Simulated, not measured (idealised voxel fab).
Presented below is a process module, voxel self aligned vias.
It is cross-section cut that appears here, measuring 280 nm in width, its square cells being 5 nm in size.
Think of the cross-section as a grid of square cells. We describe it in bands, top to bottom, and each band covers one or more rows of those cells. Look at the band entry: it leads with the top's height and the bottom's height in nm. Then it lists the materials left to right, with a width in nm for each. The word "all across" on a single material says that material fills the band edge to edge. The word "blank" is empty space. Height reference: 0 = level under which incoming wafer is all one material. Lowest band: no bottom, runs on downward, e.g. "0 and below". With a width like "30 to 40", each row of cells in the band differs from the next by the same amount, the top row carrying the first number and the bottom row the second. Step note "identical to before" = no cross-section cell changed. The entry titled "Enclosed internal voids" provides the empty spaces that have no open way to the top, restricted to those of 8 cells or more. Each is presented as width x height at distance, the distance being measured from the left edge, with all three in nm. Formally, on a step line, whatever follows the settings is a remark that the simulator itself makes on the step. overlay nm: where the mask lay relative to plan, measured to the right, on steps with a mask; negatives go left. Each pair of cross-sections that follows straddles one process step: the one shows the state before the step, the other the state after it, down to the lowest band that changed and no further. The step in question, and its settings, are given under the pair. Note that a pair is not necessarily a continuation of the pair above it, since pairs can come from different runs of this module on the same starting wafer; it is a continuation only where its entry headed "Preceding state" says so.
Preceding state:
* 75 down to 55  85 resist  40 blank  155 resist
* 55 down to 35  85 lowk  40 blank  155 lowk
* 35 down to 30  SiN all across
* 30 down to 15  90 lowk  5 TiN  20 W  5 TiN  35 lowk  5 TiN  20 W  5 TiN  95 lowk
* 15 down to 10  90 lowk  30 TiN  35 lowk  30 TiN  95 lowk
* 10 down to 5  SiCN all across
* 5 down to 0  SiO2 all across
* 0 and below  Si all across
* Enclosed internal voids: none
Step Outcome:
* 75 down to 55  85 resist  40 blank  155 resist
* 55 down to 35  85 lowk  40 blank  155 lowk
* 35 down to 30  85 SiN  40 blank  155 SiN
* Note: structure below 30 unchanged.
* Enclosed internal voids: none
So what happens between those two cross-sections up there? DIRECTIONAL_ETCH: etch materials SiN, depth nm 5
Preceding state: as shown after the step in the preceding pair, directly above.
Step Outcome:
* 55 down to 35  85 lowk  40 blank  155 lowk
* Note: structure below 35 unchanged.
* Enclosed internal voids: none
So what happens between those two cross-sections up there? STRIP: etch materials resist
Preceding state: as shown after the step in the preceding pair, directly above.
Step Outcome:
* 60 down to 55  90 TiN  30 blank  160 TiN
* 55 down to 35  85 lowk  5 TiN  30 blank  5 TiN  155 lowk
* 35 down to 30  85 SiN  40 TiN  155 SiN
* Note: structure below 30 unchanged.
* Enclosed internal voids: none
So what happens between those two cross-sections up there? CONFORMAL_DEP: material TiN, thk nm 5
Preceding state: as shown after the step in the preceding pair, directly above.
Step Outcome:
* 65 down to 60  Cu all across
* 60 down to 55  90 TiN  30 Cu  160 TiN
* 55 down to 35  85 lowk  5 TiN  30 Cu  5 TiN  155 lowk
* Note: structure below 35 unchanged.
* Enclosed internal voids: none
So what happens between those two cross-sections up there? FILL_DEP: material Cu, thk nm 5
Preceding state: as shown after the step in the preceding pair, directly above.
Step Outcome:
* 55 down to 35  85 lowk  5 TiN  30 Cu  5 TiN  155 lowk
* Note: structure below 35 unchanged.
* Enclosed internal voids: none
So what happens between those two cross-sections up there? CMP: height nm 55
Preceding state: as shown after the step in the preceding pair, directly above.
Step Outcome:
* 60 down to 55  SiN all across
* Note: structure below 55 unchanged.
* Enclosed internal voids: none
So what happens between those two cross-sections up there? CONFORMAL_DEP: material SiN, thk nm 5
Preceding state:
* 45 down to 35  aC all across
* 35 down to 15  lowk all across
* 15 down to 10  SiCN all across
* 10 down to 0  SiO2 all across
* 0 and below  Si all across
* Enclosed internal voids: none
Step Outcome:
* 75 down to 45  90 resist  35 blank  30 resist  35 blank  90 resist
* Note: structure below 45 unchanged.
* Enclosed internal voids: none
So what happens between those two cross-sections up there? PATTERN: tone open, mask id LINES, material resist, width nm 35, pitch nm 65, thk nm 30, overlay nm 0
Preceding state: as shown after the step in the preceding pair, directly above.
Step Outcome:
* 65 down to 45  90 resist  35 blank  30 resist  35 blank  90 resist
* 45 down to 35  90 aC  35 blank  30 aC  35 blank  90 aC
* Note: structure below 35 unchanged.
* Enclosed internal voids: none
So what happens between those two cross-sections up there? DIRECTIONAL_ETCH: etch materials aC, depth nm 10
Preceding state: as shown after the step in the preceding pair, directly above.
Step Outcome:
* 45 down to 35  90 aC  35 blank  30 aC  35 blank  90 aC
* Note: structure below 35 unchanged.
* Enclosed internal voids: none
So what happens between those two cross-sections up there? STRIP: etch materials resist
Preceding state: as shown after the step in the preceding pair, directly above.
Step Outcome:
* 45 down to 35  90 aC  35 blank  30 aC  35 blank  90 aC
* 35 down to 15  90 lowk  35 blank  30 lowk  35 blank  90 lowk
* Note: structure below 15 unchanged.
* Enclosed internal voids: none
So what happens between those two cross-sections up there? DIRECTIONAL_ETCH: etch materials lowk, depth nm 20
Preceding state: as shown after the step in the preceding pair, directly above.
Step Outcome:
* 35 down to 15  90 lowk  35 blank  30 lowk  35 blank  90 lowk
* Note: structure below 15 unchanged.
* Enclosed internal voids: none
So what happens between those two cross-sections up there? STRIP: etch materials aC
Preceding state: as shown after the step in the preceding pair, directly above.
Step Outcome:
* 40 down to 35  95 TiN  25 blank  40 TiN  25 blank  95 TiN
* 35 down to 20  90 lowk  5 TiN  25 blank  5 TiN  30 lowk  5 TiN  25 blank  5 TiN  90 lowk
* 20 down to 15  90 lowk  35 TiN  30 lowk  35 TiN  90 lowk
* Note: structure below 15 unchanged.
* Enclosed internal voids: none
So what happens between those two cross-sections up there? CONFORMAL_DEP: material TiN, thk nm 5
Preceding state: as shown after the step in the preceding pair, directly above.
Step Outcome:
* 50 down to 40  W all across
* 40 down to 35  95 TiN  25 W  40 TiN  25 W  95 TiN
* 35 down to 20  90 lowk  5 TiN  25 W  5 TiN  30 lowk  5 TiN  25 W  5 TiN  90 lowk
* Note: structure below 20 unchanged.
* Enclosed internal voids: none
So what happens between those two cross-sections up there? FILL_DEP: material W, thk nm 10
Preceding state: as shown after the step in the preceding pair, directly above.
Step Outcome:
* 35 down to 20  90 lowk  5 TiN  25 W  5 TiN  30 lowk  5 TiN  25 W  5 TiN  90 lowk
* Note: structure below 20 unchanged.
* Enclosed internal voids: none
So what happens between those two cross-sections up there? CMP: height nm 35
Preceding state: as shown after the step in the preceding pair, directly above.
Step Outcome:
* 35 down to 30  90 lowk  35 blank  30 lowk  35 blank  90 lowk
* Note: structure below 30 unchanged.
* Enclosed internal voids: none
So what happens between those two cross-sections up there? SELECTIVE_ETCH: etch materials W Ru TiN, depth nm 5
Preceding state: as shown after the step in the preceding pair, directly above.
Step Outcome:
* 40 down to 35  SiN all across
* 35 down to 30  90 lowk  35 SiN  30 lowk  35 SiN  90 lowk
* Note: structure below 30 unchanged.
* Enclosed internal voids: none
So what happens between those two cross-sections up there? FILL_DEP: material SiN, thk nm 5
Preceding state: as shown after the step in the preceding pair, directly above.
Step Outcome:
* 35 down to 30  90 lowk  35 SiN  30 lowk  35 SiN  90 lowk
* Note: structure below 30 unchanged.
* Enclosed internal voids: none
So what happens between those two cross-sections up there? CMP: height nm 35
Preceding state: as shown after the step in the preceding pair, directly above.
Step Outcome:
* 55 down to 35  lowk all across
* Note: structure below 35 unchanged.
* Enclosed internal voids: none
So what happens between those two cross-sections up there? DIRECTIONAL_DEP: material lowk, thk nm 20
Preceding state: as shown after the step in the preceding pair, directly above.
Step Outcome:
* 75 down to 55  85 resist  40 blank  155 resist
* Note: structure below 55 unchanged.
* Enclosed internal voids: none
So what happens between those two cross-sections up there? PATTERN: tone open, mask id VIAS, material resist, width nm 40, thk nm 20, overlay nm 0
Preceding state: as shown after the step in the preceding pair, directly above.
Step Outcome:
* 75 down to 55  85 resist  40 blank  155 resist
* 55 down to 35  85 lowk  40 blank  155 lowk
* Note: structure below 35 unchanged.
* Enclosed internal voids: none
So what happens between those two cross-sections up there? DIRECTIONAL_ETCH: etch materials lowk, depth nm 20
Preceding state: as shown after the step in the preceding pair, directly above.
Step Outcome:
* 75 down to 55  85 resist  40 blank  155 resist
* 55 down to 35  85 lowk  40 blank  155 lowk
* 35 down to 30  90 lowk  35 blank  30 lowk  35 SiN  90 lowk
* Note: structure below 30 unchanged.
* Enclosed internal voids: none
So what happens between those two cross-sections up there? DIRECTIONAL_ETCH: etch materials SiN, depth nm 5
Preceding state: as shown after the step in the preceding pair, directly above.
Step Outcome:
* 55 down to 35  85 lowk  40 blank  155 lowk
* Note: structure below 35 unchanged.
* Enclosed internal voids: none
So what happens between those two cross-sections up there? STRIP: etch materials resist
Preceding state: as shown after the step in the preceding pair, directly above.
Step Outcome:
* 60 down to 55  90 TiN  30 blank  160 TiN
* 55 down to 40  85 lowk  5 TiN  30 blank  5 TiN  155 lowk
* 40 down to 35  85 lowk  10 TiN  25 blank  5 TiN  155 lowk
* 35 down to 30  90 lowk  35 TiN  30 lowk  35 SiN  90 lowk
* Note: structure below 30 unchanged.
* Enclosed internal voids: none
So what happens between those two cross-sections up there? CONFORMAL_DEP: material TiN, thk nm 5
Preceding state: as shown after the step in the preceding pair, directly above.
Step Outcome:
* 65 down to 60  Cu all across
* 60 down to 55  90 TiN  30 Cu  160 TiN
* 55 down to 40  85 lowk  5 TiN  30 Cu  5 TiN  155 lowk
* 40 down to 35  85 lowk  10 TiN  25 Cu  5 TiN  155 lowk
* Note: structure below 35 unchanged.
* Enclosed internal voids: none
So what happens between those two cross-sections up there? FILL_DEP: material Cu, thk nm 5
Preceding state: as shown after the step in the preceding pair, directly above.
Step Outcome:
* 55 down to 40  85 lowk  5 TiN  30 Cu  5 TiN  155 lowk
* Note: structure below 40 unchanged.
* Enclosed internal voids: none
So what happens between those two cross-sections up there? CMP: height nm 55
Preceding state: as shown after the step in the preceding pair, directly above.
Step Outcome:
* 60 down to 55  SiN all across
* Note: structure below 55 unchanged.
* Enclosed internal voids: none
So what happens between those two cross-sections up there? CONFORMAL_DEP: material SiN, thk nm 5
Preceding state:
* 55 down to 35  lowk all across
* 35 down to 30  90 lowk  30 SiN  35 lowk  30 SiN  95 lowk
* 30 down to 20  90 lowk  5 TiN  20 W  5 TiN  35 lowk  5 TiN  20 W  5 TiN  95 lowk
* 20 down to 15  90 lowk  30 TiN  35 lowk  30 TiN  95 lowk
* 15 down to 10  SiCN all across
* 10 down to 0  SiO2 all across
* 0 and below  Si all across
* Enclosed internal voids: none
Step Outcome:
* 75 down to 55  80 resist  40 blank  160 resist
* Note: structure below 55 unchanged.
* Enclosed internal voids: none
So what happens between those two cross-sections up there? PATTERN: tone open, mask id VIAS, material resist, width nm 40, thk nm 20, overlay nm -5
Preceding state: as shown after the step in the preceding pair, directly above.
Step Outcome:
* 75 down to 55  80 resist  40 blank  160 resist
* 55 down to 35  80 lowk  40 blank  160 lowk
* Note: structure below 35 unchanged.
* Enclosed internal voids: none
So what happens between those two cross-sections up there? DIRECTIONAL_ETCH: etch materials lowk, depth nm 20
Preceding state: as shown after the step in the preceding pair, directly above.
Step Outcome:
* 75 down to 55  80 resist  40 blank  160 resist
* 55 down to 35  80 lowk  40 blank  160 lowk
* 35 down to 30  90 lowk  30 blank  35 lowk  30 SiN  95 lowk
* Note: structure below 30 unchanged.
* Enclosed internal voids: none
So what happens between those two cross-sections up there? DIRECTIONAL_ETCH: etch materials SiN, depth nm 5
Preceding state: as shown after the step in the preceding pair, directly above.
Step Outcome:
* 55 down to 35  80 lowk  40 blank  160 lowk
* Note: structure below 35 unchanged.
* Enclosed internal voids: none
So what happens between those two cross-sections up there? STRIP: etch materials resist
Preceding state: as shown after the step in the preceding pair, directly above.
Step Outcome:
* 60 down to 55  85 TiN  30 blank  165 TiN
* 55 down to 40  80 lowk  5 TiN  30 blank  5 TiN  160 lowk
* 40 down to 35  80 lowk  15 TiN  20 blank  5 TiN  160 lowk
* 35 down to 30  90 lowk  30 TiN  35 lowk  30 SiN  95 lowk
* Note: structure below 30 unchanged.
* Enclosed internal voids: none
So what happens between those two cross-sections up there? CONFORMAL_DEP: material TiN, thk nm 5
Preceding state: as shown after the step in the preceding pair, directly above.
Step Outcome:
* 65 down to 60  Cu all across
* 60 down to 55  85 TiN  30 Cu  165 TiN
* 55 down to 40  80 lowk  5 TiN  30 Cu  5 TiN  160 lowk
* 40 down to 35  80 lowk  15 TiN  20 Cu  5 TiN  160 lowk
* Note: structure below 35 unchanged.
* Enclosed internal voids: none
So what happens between those two cross-sections up there? FILL_DEP: material Cu, thk nm 5
Preceding state: as shown after the step in the preceding pair, directly above.
Step Outcome:
* 55 down to 40  80 lowk  5 TiN  30 Cu  5 TiN  160 lowk
* Note: structure below 40 unchanged.
* Enclosed internal voids: none
So what happens between those two cross-sections up there? CMP: height nm 55
Preceding state: as shown after the step in the preceding pair, directly above.
Step Outcome:
* 60 down to 55  SiN all across
* Note: structure below 55 unchanged.
* Enclosed internal voids: none
So what happens between those two cross-sections up there? CONFORMAL_DEP: material SiN, thk nm 5
Preceding state:
* 15 down to 10  SiCN all across
* 10 down to 0  SiO2 all across
* 0 and below  Si all across
* Enclosed internal voids: none
Step Outcome:
* 35 down to 15  W all across
* Note: structure below 15 unchanged.
* Enclosed internal voids: none
So what happens between those two cross-sections up there? DIRECTIONAL_DEP: material W, thk nm 20
Preceding state: as shown after the step in the preceding pair, directly above.
Step Outcome:
* 45 down to 35  aC all across
* Note: structure below 35 unchanged.
* Enclosed internal voids: none
So what happens between those two cross-sections up there? DIRECTIONAL_DEP: material aC, thk nm 10
Preceding state: as shown after the step in the preceding pair, directly above.
Step Outcome:
* 75 down to 45  90 resist  30 blank  35 resist  30 blank  95 resist
* Note: structure below 45 unchanged.
* Enclosed internal voids: none
So what happens between those two cross-sections up there? PATTERN: tone open, mask id LINES, material resist, width nm 30, pitch nm 65, thk nm 30, overlay nm 0
Preceding state: as shown after the step in the preceding pair, directly above.
Step Outcome:
* 65 down to 45  90 resist  30 blank  35 resist  30 blank  95 resist
* 45 down to 35  90 aC  30 blank  35 aC  30 blank  95 aC
* Note: structure below 35 unchanged.
* Enclosed internal voids: none
So what happens between those two cross-sections up there? DIRECTIONAL_ETCH: etch materials aC, depth nm 10
Preceding state: as shown after the step in the preceding pair, directly above.
Step Outcome:
* 45 down to 35  90 aC  30 blank  35 aC  30 blank  95 aC
* Note: structure below 35 unchanged.
* Enclosed internal voids: none
So what happens between those two cross-sections up there? STRIP: etch materials resist
Preceding state: as shown after the step in the preceding pair, directly above.
Step Outcome:
* 35 down to 15  W all across
* Note: structure below 15 unchanged.
* Enclosed internal voids: none
So what happens between those two cross-sections up there? STRIP: etch materials aC
Preceding state: as shown after the step in the preceding pair, directly above.
Step Outcome:
* 40 down to 35  TiN all across
* Note: structure below 35 unchanged.
* Enclosed internal voids: none
So what happens between those two cross-sections up there? CONFORMAL_DEP: material TiN, thk nm 5
Preceding state: as shown after the step in the preceding pair, directly above.
Step Outcome:
* 50 down to 40  W all across
* Note: structure below 40 unchanged.
* Enclosed internal voids: none
So what happens between those two cross-sections up there? FILL_DEP: material W, thk nm 10
Preceding state: as shown after the step in the preceding pair, directly above.
Step Outcome:
* 35 down to 15  W all across
* Note: structure below 15 unchanged.
* Enclosed internal voids: none
So what happens between those two cross-sections up there? CMP: height nm 35
Preceding state: as shown after the step in the preceding pair, directly above.
Step Outcome:
* 30 down to 15  W all across
* Note: structure below 15 unchanged.
* Enclosed internal voids: none
So what happens between those two cross-sections up there? SELECTIVE_ETCH: etch materials W Ru TiN, depth nm 5
Preceding state: as shown after the step in the preceding pair, directly above.
Step Outcome:
* 35 down to 30  SiN all across
* Note: structure below 30 unchanged.
* Enclosed internal voids: none
So what happens between those two cross-sections up there? FILL_DEP: material SiN, thk nm 5
Preceding state: as shown after the step in the preceding pair, directly above.
Step Outcome:
* 55 down to 35  lowk all across
* Note: structure below 35 unchanged.
* Enclosed internal voids: none
So what happens between those two cross-sections up there? DIRECTIONAL_DEP: material lowk, thk nm 20
Preceding state: as shown after the step in the preceding pair, directly above.
Step Outcome:
* 75 down to 55  85 resist  40 blank  155 resist
* Note: structure below 55 unchanged.
* Enclosed internal voids: none
So what happens between those two cross-sections up there? PATTERN: tone open, mask id VIAS, material resist, width nm 40, thk nm 20, overlay nm 0
Preceding state: as shown after the step in the preceding pair, directly above.
Step Outcome:
* 75 down to 55  85 resist  40 blank  155 resist
* 55 down to 35  85 lowk  40 blank  155 lowk
* Note: structure below 35 unchanged.
* Enclosed internal voids: none
So what happens between those two cross-sections up there? DIRECTIONAL_ETCH: etch materials lowk, depth nm 20
Preceding state: as shown after the step in the preceding pair, directly above.
Step Outcome:
* 75 down to 55  85 resist  40 blank  155 resist
* 55 down to 35  85 lowk  40 blank  155 lowk
* 35 down to 30  85 SiN  40 blank  155 SiN
* Note: structure below 30 unchanged.
* Enclosed internal voids: none
So what happens between those two cross-sections up there? DIRECTIONAL_ETCH: etch materials SiN, depth nm 5
Preceding state: as shown after the step in the preceding pair, directly above.
Step Outcome:
* 55 down to 35  85 lowk  40 blank  155 lowk
* Note: structure below 35 unchanged.
* Enclosed internal voids: none
So what happens between those two cross-sections up there? STRIP: etch materials resist
Preceding state: as shown after the step in the preceding pair, directly above.
Step Outcome:
* 60 down to 55  90 TiN  30 blank  160 TiN
* 55 down to 35  85 lowk  5 TiN  30 blank  5 TiN  155 lowk
* 35 down to 30  85 SiN  40 TiN  155 SiN
* Note: structure below 30 unchanged.
* Enclosed internal voids: none
So what happens between those two cross-sections up there? CONFORMAL_DEP: material TiN, thk nm 5
Preceding state: as shown after the step in the preceding pair, directly above.
Step Outcome:
* 65 down to 60  Cu all across
* 60 down to 55  90 TiN  30 Cu  160 TiN
* 55 down to 35  85 lowk  5 TiN  30 Cu  5 TiN  155 lowk
* Note: structure below 35 unchanged.
* Enclosed internal voids: none
So what happens between those two cross-sections up there? FILL_DEP: material Cu, thk nm 5
Preceding state: as shown after the step in the preceding pair, directly above.
Step Outcome:
* 55 down to 35  85 lowk  5 TiN  30 Cu  5 TiN  155 lowk
* Note: structure below 35 unchanged.
* Enclosed internal voids: none
So what happens between those two cross-sections up there? CMP: height nm 55
Preceding state: as shown after the step in the preceding pair, directly above.
Step Outcome:
* 60 down to 55  SiN all across
* Note: structure below 55 unchanged.
* Enclosed internal voids: none
So what happens between those two cross-sections up there? CONFORMAL_DEP: material SiN, thk nm 5
Preceding state:
* 55 down to 35  lowk all across
* 35 down to 30  90 lowk  30 SiN  35 lowk  30 SiN  95 lowk
* 30 down to 20  90 lowk  5 TiN  20 W  5 TiN  35 lowk  5 TiN  20 W  5 TiN  95 lowk
* 20 down to 15  90 lowk  30 TiN  35 lowk  30 TiN  95 lowk
* 15 down to 10  SiCN all across
* 10 down to 0  SiO2 all across
* 0 and below  Si all across
* Enclosed internal voids: none
Step Outcome:
* 75 down to 55  85 blank  40 resist  155 blank
* Note: structure below 55 unchanged.
* Enclosed internal voids: none
So what happens between those two cross-sections up there? PATTERN: tone cover, mask id VIAS, material resist, width nm 40, thk nm 20, overlay nm 0
Preceding state: as shown after the step in the preceding pair, directly above.
Step Outcome:
* 75 down to 55  85 blank  40 resist  155 blank
* 55 down to 35  85 blank  40 lowk  155 blank
* Note: structure below 35 unchanged.
* Enclosed internal voids: none
So what happens between those two cross-sections up there? DIRECTIONAL_ETCH: etch materials lowk, depth nm 20
Preceding state: as shown after the step in the preceding pair, directly above.
Step Outcome:
* 75 down to 55  85 blank  40 resist  155 blank
* 55 down to 35  85 blank  40 lowk  155 blank
* 35 down to 30  90 lowk  30 SiN  35 lowk  30 blank  95 lowk
* Note: structure below 30 unchanged.
* Enclosed internal voids: none
So what happens between those two cross-sections up there? DIRECTIONAL_ETCH: etch materials SiN, depth nm 5
Preceding state: as shown after the step in the preceding pair, directly above.
Step Outcome:
* 55 down to 35  85 blank  40 lowk  155 blank
* Note: structure below 35 unchanged.
* Enclosed internal voids: none
So what happens between those two cross-sections up there? STRIP: etch materials resist
Preceding state: as shown after the step in the preceding pair, directly above.
Step Outcome:
* 60 down to 55  80 blank  50 TiN  150 blank
* 55 down to 40  80 blank  5 TiN  40 lowk  5 TiN  150 blank
* 40 down to 35  85 TiN  40 lowk  35 TiN  20 blank  100 TiN
* 35 down to 30  90 lowk  30 SiN  35 lowk  30 TiN  95 lowk
* Note: structure below 30 unchanged.
* Enclosed internal voids: none
So what happens between those two cross-sections up there? CONFORMAL_DEP: material TiN, thk nm 5
Preceding state: as shown after the step in the preceding pair, directly above.
Step Outcome:
* 65 down to 60  Cu all across
* 60 down to 55  80 Cu  50 TiN  150 Cu
* 55 down to 40  80 Cu  5 TiN  40 lowk  5 TiN  150 Cu
* 40 down to 35  85 TiN  40 lowk  35 TiN  20 Cu  100 TiN
* Note: structure below 35 unchanged.
* Enclosed internal voids: none
So what happens between those two cross-sections up there? FILL_DEP: material Cu, thk nm 5
Preceding state: as shown after the step in the preceding pair, directly above.
Step Outcome:
* 55 down to 40  80 Cu  5 TiN  40 lowk  5 TiN  150 Cu
* Note: structure below 40 unchanged.
* Enclosed internal voids: none
So what happens between those two cross-sections up there? CMP: height nm 55
Preceding state: as shown after the step in the preceding pair, directly above.
Step Outcome:
* 60 down to 55  SiN all across
* Note: structure below 55 unchanged.
* Enclosed internal voids: none
So what happens between those two cross-sections up there? CONFORMAL_DEP: material SiN, thk nm 5
